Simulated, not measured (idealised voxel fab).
Documented hereafter: the process module known as voxel double patterning.
235 nm wide, 5 nm square cells: that's cross-section cut.
How to read a cross-section here: the picture is a grid of square cells, written as bands going from the top down, and any band can span one or more rows of cells. Band: top height; bottom height; in nm. Then, left to right: material with width in nm, for each material. "edge to edge": a single material spanning edge to edge. "air": empty space. A quick word on heights: they are counted from 0, and under that level the wafer as it came to us is one material throughout. The lowest band is different from the rest in having no bottom; it simply continues downward, written as in "0 -> down". The notation "30->40" denotes a width that varies across the rows of cells in the band, beginning at the first number in the top row, finishing at the second number in the bottom row, and changing by an identical amount from each row to the next. No cell of the cross-section changed in a step that is given as "nothing changed". This entry, "Trapped voids", enumerates those empty regions of no fewer than 8 cells that possess no open connection to the top. Each region is reported in the form width x height at distance, the distance being taken from the left edge, with all three quantities expressed in nm. Post-settings text on a step line: simulator's own remark regarding the step. "overlay nm" denotes, for a step that has a mask, the displacement of the mask to the right of its planned place, with negative values corresponding to the left.
### Listed below are the process steps as planned
1,RECEIVE: material Si
2,CONFORMAL_DEP: material SiN, thk nm 5
3,DIRECTIONAL_DEP: material SiO2, thk nm 15
4,DIRECTIONAL_DEP: material SiCN, thk nm 10
5,PATTERN: tone open, mask id FIRST, material resist, width nm 15, pitch nm 50, thk nm 15, overlay nm 0
6,DIRECTIONAL_ETCH: etch materials SiCN, depth nm 10
7,STRIP: etch materials resist
8,MASKED_ETCH: tone open, mask id SECOND, width nm 15, etch materials SiCN, depth nm 10, overlay nm 0
9,DIRECTIONAL_ETCH: etch materials SiO2, depth nm 15
10,STRIP: etch materials SiCN
### As-received wafer cross-section (after step 1)
* 0 -> down: Si edge to edge
* Trapped voids: none
### Figure: cross-sectional view of the wafer upon completion of the module, processed from the initial state and according to the plan depicted above, with one error introduced during execution
* 35 -> 20: SiO2=85, then air=15, then SiO2=10, then air=15, then SiO2=10, then air=15, then SiO2=85
* 20 -> 5: SiO2 edge to edge
* 5 -> 0: SiN edge to edge
* 0 -> down: Si edge to edge
* Trapped voids: none
Heads up, the wafer didn't run the way we planned it: step 3, plan: ran twice
